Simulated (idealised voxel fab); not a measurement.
process module | voxel self aligned contacts
This is section cut - it's 235 nm across, gridded in 5 nm square cells.
A cross-section is written here as square cells arranged in a grid, and it is given in bands from the top down, each band taking up one or more rows of cells.
Heights first: top, then bottom, in nm. Then materials, left to right, each with a width in nm. "throughout" on a single material: fills the band edge to edge. "blank": empty space.
For the purposes of this specification, 0 denotes the height below which the wafer in its as-received condition is composed wholly of one material, and the lowermost band, lacking a lower limit, extends downward without end, as expressed in "from 0 down".
The width entry "30->40" should be interpreted row by row: the top row of cells in the band takes the first number, the bottom row takes the second number, and the change between adjacent rows is uniform throughout.
The cross-section has no changed cell in any step marked "identical to before".
The entry titled "Closed void table" provides the empty spaces that have no open way to the top, restricted to those of 8 cells or more. Each is presented as width x height at distance, the distance being measured from the left edge, with all three in nm.
On a step's line, text after the settings is the simulator commenting on that step.
If you see "overlay nm" on a step's line and that step has a mask, it's telling you how far right of where it was planned the mask ended up; a negative number means it went left instead.
Listed below are the process steps as planned
1: op RECEIVE | material Si
2: op OXIDIZE | depth nm 5
3: op DIRECTIONAL_DEP | material polySi | thk nm 30
4: op DIRECTIONAL_DEP | material SiN | thk nm 20
5: op PATTERN | tone cover | mask id GATE | material resist | width nm 30 | pitch nm 70 | thk nm 15 | overlay nm 0
6: op DIRECTIONAL_ETCH | etch materials SiN | depth nm 20
7: op DIRECTIONAL_ETCH | etch materials polySi | depth nm 30
8: op STRIP | etch materials resist
9: op CONFORMAL_DEP | material SiN | thk nm 10
10: op DIRECTIONAL_ETCH | etch materials SiN | depth nm 10
11: op FILL_DEP | material SiO2 | thk nm 20
12: op CMP | height nm 60
13: op DIRECTIONAL_DEP | material aC | thk nm 15
14: op PATTERN | tone open | mask id CONTACT | material resist | width nm 40 | pitch nm 70 | thk nm 30 | overlay nm 0
15: op DIRECTIONAL_ETCH | etch materials aC | depth nm 15
16: op STRIP | etch materials resist
17: op DIRECTIONAL_ETCH | etch materials SiO2 | depth nm 65
18: op STRIP | etch materials aC
19: op CONFORMAL_DEP | material TiN | thk nm 5
20: op FILL_DEP | material W | thk nm 5
21: op CMP | height nm 60
22: op CONFORMAL_DEP | material SiCN | thk nm 5
The wafers are alike at the start. At step 14, their width nm differs. The plan lists the first wafer's value.
Received condition of the first of several wafers, sectioned: post-step 1
> from 0 down | Si throughout
> Closed void table: none
Row per wafer, end-of-module: cell gain (+)/loss (-) by material since the wafer came in, then closed voids
width nm 40, -47 Si, +47 SiCN, +192 SiN, +191 SiO2, +64 TiN, +56 W, +108 polySi, Closed void table: none
width nm 45, -47 Si, +47 SiCN, +192 SiN, +187 SiO2, +66 TiN, +58 W, +108 polySi, Closed void table: none
width nm 50, -47 Si, +47 SiCN, +192 SiN, +183 SiO2, +68 TiN, +60 W, +108 polySi, Closed void table: none
width nm 55, -47 Si, +47 SiCN, +192 SiN, +179 SiO2, +70 TiN, +62 W, +108 polySi, Closed void table: none
